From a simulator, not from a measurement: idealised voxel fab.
Process module in this document: voxel ribs on slabs
For reference, the cross-section in this document is cut, with width 165 nm and square cells of 5 nm.
Each cross-section below is a grid of square cells, stated as bands in top-down order, with one or more rows of cells making up each band. Per band: top height and bottom height in nm, followed by the left-to-right materials and their widths in nm; "all across" marks a single material spanning edge to edge, "air" marks empty space. Zero point of the height axis is 0; under it, received wafer = one material. Lowest band: continues down indefinitely, "0 nm and below". So if you see something like "30..40" for the width, read it as the top row of the band sitting at the first number and the bottom row at the second, with every row in between moving by the same amount as the last. Step note "changes: none" = no cross-section cell changed. This entry, "Unvented voids", enumerates those empty regions of no fewer than 8 cells that possess no open connection to the top. Each region is reported in the form width x height at distance, the distance being taken from the left edge, with all three quantities expressed in nm. If you see something after the settings on a step's line, that's the simulator's own remark about that step. Steps that use a mask can have "overlay nm" on their line. It says how far the mask sat to the right of where it was meant to be. Negative means to the left.

## These are the steps we planned for the process
1. RECEIVE,material Si
2. DIRECTIONAL_DEP,material SiO2,thk nm 25
3. DIRECTIONAL_DEP,material SiN,thk nm 15
4. DIRECTIONAL_DEP,material aC,thk nm 10
5. PATTERN,tone cover,mask id RIB,material resist,width nm 25,thk nm 25,overlay nm 0
6. DIRECTIONAL_ETCH,etch materials aC,depth nm 10
7. STRIP,etch materials resist
8. DIRECTIONAL_ETCH,etch materials SiN,depth nm 10
9. STRIP,etch materials aC
10. PATTERN,tone cover,mask id SLAB,material resist,width nm 55,thk nm 15,overlay nm 0
11. DIRECTIONAL_ETCH,etch materials SiN,depth nm 5
12. STRIP,etch materials resist
13. FILL_DEP,material SiO2,thk nm 25
14. CMP,height nm 55
15. DIRECTIONAL_DEP,material W,thk nm 10
16. DIRECTIONAL_DEP,material aC,thk nm 10
17. PATTERN,tone cover,mask id HEATER,material resist,width nm 35,thk nm 25,overlay nm 0
18. DIRECTIONAL_ETCH,etch materials aC,depth nm 10
19. STRIP,etch materials resist
20. DIRECTIONAL_ETCH,etch materials W,depth nm 10
21. STRIP,etch materials aC
22. CONFORMAL_DEP,material SiO2,thk nm 5

## Cross-section of the wafer at receipt, which is the condition after step 1
	0 nm and below | Si all across
	Unvented voids: none

## Cross-sectional image of the first of two wafers at the end of the module, the run having proceeded as planned
	70 nm to 65 nm | air: 60, SiO2: 45, air: 60
	65 nm to 60 nm | air: 60, SiO2: 5, W: 35, SiO2: 5, air: 60
	60 nm to 55 nm | SiO2: 65, W: 35, SiO2: 65
	55 nm to 40 nm | SiO2 all across
	40 nm to 30 nm | SiO2: 70, SiN: 25, SiO2: 70
	30 nm to 25 nm | SiO2: 55, SiN: 55, SiO2: 55
	25 nm to 0 nm | SiO2 all across
	0 nm and below | Si all across
	Unvented voids: none

## Cross-section, wafer two of two, end of module: same start and plan as wafer one, one error in execution
	70 nm to 65 nm | air: 60, SiO2: 45, air: 60
	65 nm to 60 nm | air: 60, SiO2: 5, W: 35, SiO2: 5, air: 60
	60 nm to 55 nm | SiO2: 65, W: 35, SiO2: 65
	55 nm to 45 nm | SiO2: 70, SiN: 25, SiO2: 70
	45 nm to 40 nm | SiO2: 55, SiN: 55, SiO2: 55
	40 nm to 25 nm | SiN all across
	25 nm to 0 nm | SiO2 all across
	0 nm and below | Si all across
	Unvented voids: none
Heads up, the wafer didn't run the way we planned it: step 3 of the plan was executed twice over
Final tally in cells, some materials are higher or lower on the second wafer than on the first: SiN: 99 more; SiO2: 99 fewer
